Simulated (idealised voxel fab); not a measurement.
The process module that follows is named voxel gate over fins.
Cross-section cut: width 230 nm, square cells of 5 nm.
Cross-section spec: square-cell grid; bands listed top down; each band is one or more rows. Band: top height; bottom height; in nm. Then, left to right: material with width in nm, for each material. "everywhere": a single material spanning edge to edge. "air": empty space. It should be noted that heights are counted from 0, beneath which the wafer as supplied is of one material throughout, and that the lowest band possesses no lower boundary but continues downward, as written in "from 0 down". You'd read "30..40" like this: the band's top row of cells is as wide as the first number, its bottom row is as wide as the second, and going down, every row changes width by the same amount as the row before did. Where a step carries "remained the same", the cross-section came out of it unchanged, cell for cell. Heads up: "Cavities, closed" only lists the empty pockets with no open path to the top that are 8 cells or more, and it writes them as width x height at distance, distance from the left edge, in nm. What comes after the settings on a step's line is commentary from the simulator itself on that step. overlay nm: where the mask lay relative to plan, measured to the right, on steps with a mask; negatives go left.
PLAN
1: RECEIVE: material Si
2: CONFORMAL_DEP: material SiN, thk nm 5
3: PATTERN: tone cover, mask id FINS, material resist, width nm 15, pitch nm 60, thk nm 20, overlay nm 0
4: DIRECTIONAL_ETCH: etch materials SiN, depth nm 5
5: DIRECTIONAL_ETCH: etch materials Si, depth nm 35
6: STRIP: etch materials resist
7: OXIDIZE: depth nm 5
8: FILL_DEP: material SiO2, thk nm 15
9: CMP: height nm 5
10: PATTERN: tone open, mask id RAIL, material resist, width nm 15, thk nm 20, overlay nm 0
11: DIRECTIONAL_ETCH: etch materials SiO2, depth nm 35
12: STRIP: etch materials resist
13: CONFORMAL_DEP: material TiN, thk nm 5
14: FILL_DEP: material Ru, thk nm 10
15: CMP: height nm 5
16: SELECTIVE_ETCH: etch materials W Ru TiN, depth nm 30
17: FILL_DEP: material SiO2, thk nm 5
18: CMP: height nm 5
19: SELECTIVE_ETCH: etch materials SiO2, depth nm 20
20: STRIP: etch materials SiN
21: CONFORMAL_DEP: material HfO2, thk nm 5
22: CONFORMAL_DEP: material TiN, thk nm 5
23: CONFORMAL_DEP: material TiAl, thk nm 5
24: CONFORMAL_DEP: material TiN, thk nm 5
25: FILL_DEP: material W, thk nm 15
26: CMP: height nm 30
27: CONFORMAL_DEP: material SiN, thk nm 10
Split variable: thk nm, step 22. Plan value = first wafer. Wafers start alike.
CUT THROUGH THE FIRST OF SEVERAL WAFERS AS RECEIVED, POST STEP 1
- from 0 down  Si everywhere
- Cavities, closed: none
GAINED (+) OR LOST (-) CELLS OF EACH MATERIAL SINCE RECEIPT, THEN CLOSED VOIDS: ONE ROW PER WAFER, AT THE END OF THE MODULE
thk nm 5; +58 HfO2; -352 Si; +92 SiN; +217 SiO2; +58 TiAl; +119 TiN; +176 W; Cavities, closed: none
thk nm 10; +58 HfO2; -352 Si; +92 SiN; +217 SiO2; +58 TiAl; +177 TiN; +118 W; Cavities, closed: none
thk nm 15; +58 HfO2; -352 Si; +92 SiN; +217 SiO2; +58 TiAl; +232 TiN; +63 W; Cavities, closed: none
thk nm 20; +58 HfO2; -352 Si; +92 SiN; +217 SiO2; +55 TiAl; +260 TiN; +38 W; Cavities, closed: none
